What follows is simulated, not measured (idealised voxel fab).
process module | voxel spacer lines
cross-section cut | 160 nm wide | cells 5 nm
A cross-section is a grid of square cells, given in bands from the top down. A band is one or more rows of cells.
Each band's line starts with the height of the band's top and of its bottom, in nm. Then come its materials from left to right, each with its width in nm. One material with "throughout" fills the band from edge to edge. "air" is empty space.
Height 0 is the level under which the wafer as received is all one material. The lowest band goes on downwards, as in "0 down".
A width such as "30 to 40" changes by the same amount from each row of cells to the next, from the band's top row to its bottom row.
"no change" after a step means that no cell of the cross-section changed.
closed voids: empty space of 8 cells or more with no open way to the top, each as width x height at its distance from the left edge, in nm
after a step's settings: what the simulator itself notes on the step
overlay nm, on a step with a mask: how far to the right of its planned place the mask lay; to the left if negative
plan
1 op RECEIVE | material Si
2 op CONFORMAL_DEP | material Al2O3 | thk nm 5
3 op DIRECTIONAL_DEP | material polySi | thk nm 20
4 op DIRECTIONAL_DEP | material aC | thk nm 20
5 op PATTERN | tone cover | mask id MANDREL | material resist | width nm 25 | pitch nm 80 | thk nm 30 | overlay nm 0
6 op DIRECTIONAL_ETCH | etch materials aC | depth nm 20
7 op STRIP | etch materials resist
8 op CONFORMAL_DEP | material SiN | thk nm 15
9 op DIRECTIONAL_ETCH | etch materials SiN | depth nm 15
10 op STRIP | etch materials aC
11 op DIRECTIONAL_ETCH | etch materials polySi | depth nm 20
12 op STRIP | etch materials SiN
first wafer, as planned
as received, after step 1
  0 down: Si throughout
  closed voids: none
after step 2
  5 to 0: Al2O3 throughout
  below 0: unchanged
after step 3
  25 to 5: polySi throughout
  below 5: unchanged
after step 4
  45 to 25: aC throughout
  below 25: unchanged
after step 5
  75 to 45: air 25 | resist 25 | air 55 | resist 25 | air 30
  below 45: unchanged
after step 6
  55 to 45: air 25 | resist 25 | air 55 | resist 25 | air 30
  45 to 25: air 25 | aC 25 | air 55 | aC 25 | air 30
  below 25: unchanged
after step 7
  45 to 25: air 25 | aC 25 | air 55 | aC 25 | air 30
  below 25: unchanged
after step 8
  60 to 45: air 10 | SiN 55 | air 25 | SiN 55 | air 15
  45 to 40: air 10 | SiN 15 | aC 25 | SiN 15 | air 25 | SiN 15 | aC 25 | SiN 15 | air 15
  40 to 25: SiN 25 | aC 25 | SiN 55 | aC 25 | SiN 30
  below 25: unchanged
after step 9
  45 to 25: air 10 | SiN 15 | aC 25 | SiN 15 | air 25 | SiN 15 | aC 25 | SiN 15 | air 15
  below 25: unchanged
after step 10
  45 to 25: air 10 | SiN 15 | air 25 | SiN 15 | air 25 | SiN 15 | air 25 | SiN 15 | air 15
  below 25: unchanged
after step 11
  45 to 25: air 10 | SiN 15 | air 25 | SiN 15 | air 25 | SiN 15 | air 25 | SiN 15 | air 15
  25 to 5: air 10 | polySi 15 | air 25 | polySi 15 | air 25 | polySi 15 | air 25 | polySi 15 | air 15
  below 5: unchanged
after step 12
  25 to 5: air 10 | polySi 15 | air 25 | polySi 15 | air 25 | polySi 15 | air 25 | polySi 15 | air 15
  below 5: unchanged
second wafer: like start, like plan, one mistake. Through step 2 it matches the first wafer
when step 3 should have ended
  15 to 5: polySi throughout
  below 5: unchanged
when step 4 should have ended
  35 to 15: aC throughout
  below 15: unchanged
when step 5 should have ended
  65 to 35: air 25 | resist 25 | air 55 | resist 25 | air 30
  below 35: unchanged
when step 6 should have ended
  45 to 35: air 25 | resist 25 | air 55 | resist 25 | air 30
  35 to 15: air 25 | aC 25 | air 55 | aC 25 | air 30
  below 15: unchanged
when step 7 should have ended
  35 to 15: air 25 | aC 25 | air 55 | aC 25 | air 30
  below 15: unchanged
when step 8 should have ended
  50 to 35: air 10 | SiN 55 | air 25 | SiN 55 | air 15
  35 to 30: air 10 | SiN 15 | aC 25 | SiN 15 | air 25 | SiN 15 | aC 25 | SiN 15 | air 15
  30 to 15: SiN 25 | aC 25 | SiN 55 | aC 25 | SiN 30
  below 15: unchanged
when step 9 should have ended
  35 to 15: air 10 | SiN 15 | aC 25 | SiN 15 | air 25 | SiN 15 | aC 25 | SiN 15 | air 15
  below 15: unchanged
when step 10 should have ended
  35 to 15: air 10 | SiN 15 | air 25 | SiN 15 | air 25 | SiN 15 | air 25 | SiN 15 | air 15
  below 15: unchanged
when step 11 should have ended
  35 to 15: air 10 | SiN 15 | air 25 | SiN 15 | air 25 | SiN 15 | air 25 | SiN 15 | air 15
  15 to 5: air 10 | polySi 15 | air 25 | polySi 15 | air 25 | polySi 15 | air 25 | polySi 15 | air 15
  below 5: unchanged
when step 12 should have ended
  15 to 5: air 10 | polySi 15 | air 25 | polySi 15 | air 25 | polySi 15 | air 25 | polySi 15 | air 15
  below 5: unchanged
what went wrong: step 3 ran as: op DIRECTIONAL_DEP | material polySi | thk nm 10
at the end the second wafer has, in cells: 24 fewer of polySi
